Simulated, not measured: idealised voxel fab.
Process module under the name voxel plated lines
The cross-section shown here is cut; it is 265 nm wide and divided into square cells measuring 5 nm on a side.
Think of the cross-section as a grid of square cells. We describe it in bands, top to bottom, and each band covers one or more rows of those cells. For a band, the entry starts with two heights in nm, that of the top and then that of the bottom, and carries on with the band's materials in order from left to right, each alongside its width in nm; the word "full width" beside a single material means it fills the band edge to edge, and "air" means empty space. Below 0: as-received wafer, all one material; heights counted from there. Lowest band: no bottom, goes on down, written "0 and below". So if you see something like "30->40" for the width, read it as the top row of the band sitting at the first number and the bottom row at the second, with every row in between moving by the same amount as the last. When a step is marked "changes: none", none of the cells in the cross-section changed during that step. Closed void catalog: empty space of 8 cells or more with no open way to the top, each as width x height at its distance from the left edge, in nm. If you see something after the settings on a step's line, that's the simulator's own remark about that step. overlay nm: mask offset rightward from planned place, masked step; negative means leftward offset.
Process steps - plan
1. RECEIVE,material Si
2. CONFORMAL_DEP,material SiO2,thk nm 5
3. DIRECTIONAL_DEP,material TiN,thk nm 5
4. PATTERN,tone open,mask id LINES,material resist,width nm 25,pitch nm 55,thk nm 20,overlay nm 0
5. EPI,material Ru,thk nm 10
6. STRIP,etch materials resist
7. DIRECTIONAL_ETCH,etch materials TiN,depth nm 5
8. CONFORMAL_DEP,material SiCN,thk nm 5
The plan's step 8 thk nm is the first wafer's value; the wafers differ in this setting and start identical.
Cross-section of the first incoming wafer of several, state after step 1
> 0 and below | Si full width
> Closed void catalog: none
End of the module, past its last step, step 8: how the first of several wafers looks in cross-section
> 25 down to 20 | air 60 nm | SiCN 35 nm | air 20 nm | SiCN 35 nm | air 20 nm | SiCN 35 nm | air 60 nm
> 20 down to 10 | air 60 nm | SiCN 5 nm | Ru 25 nm | SiCN 5 nm | air 20 nm | SiCN 5 nm | Ru 25 nm | SiCN 5 nm | air 20 nm | SiCN 5 nm | Ru 25 nm | SiCN 5 nm | air 60 nm
> 10 down to 5 | SiCN 65 nm | TiN 25 nm | SiCN 30 nm | TiN 25 nm | SiCN 30 nm | TiN 25 nm | SiCN 65 nm
> 5 down to 0 | SiO2 full width
> 0 and below | Si full width
> Closed void catalog: none
Showing the last wafer in cross-section at the end of the module
> 40 down to 25 | air 45 nm | SiCN 175 nm | air 45 nm
> 25 down to 20 | SiCN full width
> 20 down to 10 | SiCN 65 nm | Ru 25 nm | SiCN 30 nm | Ru 25 nm | SiCN 30 nm | Ru 25 nm | SiCN 65 nm
> 10 down to 5 | SiCN 65 nm | TiN 25 nm | SiCN 30 nm | TiN 25 nm | SiCN 30 nm | TiN 25 nm | SiCN 65 nm
> 5 down to 0 | SiO2 full width
> 0 and below | Si full width
> Closed void catalog: none
Rows = wafers. At module end, each row lists per material the cells gained (+) or lost (-) since the wafer was received, then the closed voids
thk nm 5; +30 Ru; +71 SiCN; +53 SiO2; +15 TiN; Closed void catalog: none
thk nm 10; +30 Ru; +142 SiCN; +53 SiO2; +15 TiN; Closed void catalog: none
thk nm 15; +30 Ru; +213 SiCN; +53 SiO2; +15 TiN; Closed void catalog: none
thk nm 20; +30 Ru; +272 SiCN; +53 SiO2; +15 TiN; Closed void catalog: none
